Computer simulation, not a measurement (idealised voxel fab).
process module | voxel wiring stack
cross-section cut | 280 nm wide | cells 5 nm
A cross-section is a grid of square cells, given in bands from the top down. A band is one or more rows of cells.
Each band's line starts with the height of the band's top and of its bottom, in nm. Then come its materials from left to right, each with its width in nm. One material with "throughout" fills the band from edge to edge. "air" is empty space.
Height 0 is the level under which the wafer as received is all one material. The lowest band goes on downwards, as in "0 down".
A width such as "30 to 40" changes by the same amount from each row of cells to the next, from the band's top row to its bottom row.
"no change" after a step means that no cell of the cross-section changed.
closed voids: empty space of 8 cells or more with no open way to the top, each as width x height at its distance from the left edge, in nm
after a step's settings: what the simulator itself notes on the step
overlay nm, on a step with a mask: how far to the right of its planned place the mask lay; to the left if negative
plan
1 op RECEIVE | material Si
2 op CONFORMAL_DEP | material SiO2 | thk nm 10
3 op CONFORMAL_DEP | material SiN | thk nm 5
4 op DIRECTIONAL_DEP | material SiO2 | thk nm 20
5 op MASKED_ETCH | tone open | mask id METAL_1 | width nm 20 | pitch nm 40 | etch materials SiO2 | depth nm 20 | overlay nm 0
6 op MASKED_ETCH | tone open | mask id METAL_1 | width nm 20 | pitch nm 40 | etch materials SiN | depth nm 5 | overlay nm 0
7 op CONFORMAL_DEP | material TiN | thk nm 5
8 op FILL_DEP | material Ru | thk nm 10
9 op CMP | height nm 35
10 op CONFORMAL_DEP | material SiCN | thk nm 5
11 op DIRECTIONAL_DEP | material SiO2 | thk nm 15
12 op MASKED_ETCH | tone open | mask id PLUG_1 | width nm 15 | pitch nm 80 | etch materials SiO2 | depth nm 15 | overlay nm 0
13 op MASKED_ETCH | tone open | mask id PLUG_1 | width nm 15 | pitch nm 80 | etch materials SiCN | depth nm 5 | overlay nm 0
14 op CONFORMAL_DEP | material TiN | thk nm 5
15 op FILL_DEP | material W | thk nm 5
16 op CMP | height nm 55
17 op CONFORMAL_DEP | material SiN | thk nm 5
18 op DIRECTIONAL_DEP | material lowk | thk nm 20
19 op MASKED_ETCH | tone open | mask id METAL_2 | width nm 20 | pitch nm 40 | etch materials lowk | depth nm 20 | overlay nm 0
20 op MASKED_ETCH | tone open | mask id METAL_2 | width nm 20 | pitch nm 40 | etch materials SiN | depth nm 5 | overlay nm 0
21 op CONFORMAL_DEP | material TiN | thk nm 5
22 op FILL_DEP | material Cu | thk nm 5
23 op CMP | height nm 80
24 op CONFORMAL_DEP | material SiCN | thk nm 5
25 op DIRECTIONAL_DEP | material lowk | thk nm 35
26 op MASKED_ETCH | tone open | mask id METAL_3 | width nm 20 | pitch nm 40 | etch materials lowk | depth nm 20 | overlay nm 0
27 op DIRECTIONAL_DEP | material aC | thk nm 10
28 op PATTERN | tone open | mask id METAL_3_HOLES | material resist | width nm 15 | pitch nm 80 | thk nm 25 | overlay nm 0
29 op DIRECTIONAL_ETCH | etch materials aC | depth nm 10
30 op STRIP | etch materials resist
31 op DIRECTIONAL_ETCH | etch materials lowk | depth nm 15
32 op DIRECTIONAL_ETCH | etch materials SiCN | depth nm 5
33 op STRIP | etch materials aC
34 op CONFORMAL_DEP | material TiN | thk nm 5
35 op FILL_DEP | material Cu | thk nm 10
36 op CMP | height nm 120
37 op CONFORMAL_DEP | material SiN | thk nm 5
as received, after step 1
  0 down: Si throughout
  closed voids: none
a wafer at the end: this start, this plan, one mistake
  140 to 135: SiN throughout
  135 to 125: Cu throughout
  125 to 120: TiN 95 | Cu 10 | TiN 30 | Cu 10 | TiN 30 | Cu 10 | TiN 95
  120 to 105: lowk 90 | TiN 5 | Cu 10 | TiN 5 | lowk 20 | TiN 5 | Cu 10 | TiN 5 | lowk 20 | TiN 5 | Cu 10 | TiN 5 | lowk 90
  105 to 100: lowk 90 | TiN 5 | Cu 5 | TiN 10 | lowk 20 | TiN 20 | lowk 20 | TiN 5 | Cu 5 | TiN 10 | lowk 90
  100 to 85: lowk 90 | TiN 5 | Cu 5 | TiN 5 | lowk 65 | TiN 5 | Cu 5 | TiN 5 | lowk 95
  85 to 80: SiCN 90 | TiN 15 | SiCN 65 | TiN 15 | SiCN 95
  80 to 60: lowk 90 | TiN 5 | Cu 10 | TiN 5 | lowk 20 | TiN 5 | Cu 10 | TiN 5 | lowk 20 | TiN 5 | Cu 10 | TiN 5 | lowk 90
  60 to 55: SiN 90 | TiN 20 | SiN 20 | TiN 20 | SiN 20 | TiN 20 | SiN 90
  55 to 40: SiO2 90 | TiN 5 | W 5 | TiN 5 | SiO2 65 | TiN 5 | W 5 | TiN 5 | SiO2 95
  40 to 35: SiCN 90 | TiN 15 | SiCN 65 | TiN 15 | SiCN 95
  35 to 15: SiO2 90 | TiN 5 | Ru 10 | TiN 5 | SiO2 20 | TiN 5 | Ru 10 | TiN 5 | SiO2 20 | TiN 5 | Ru 10 | TiN 5 | SiO2 90
  15 to 10: SiN 90 | TiN 20 | SiN 20 | TiN 20 | SiN 20 | TiN 20 | SiN 90
  10 to 0: SiO2 throughout
  0 down: Si throughout
  closed voids: none
what went wrong: step 36 was left out
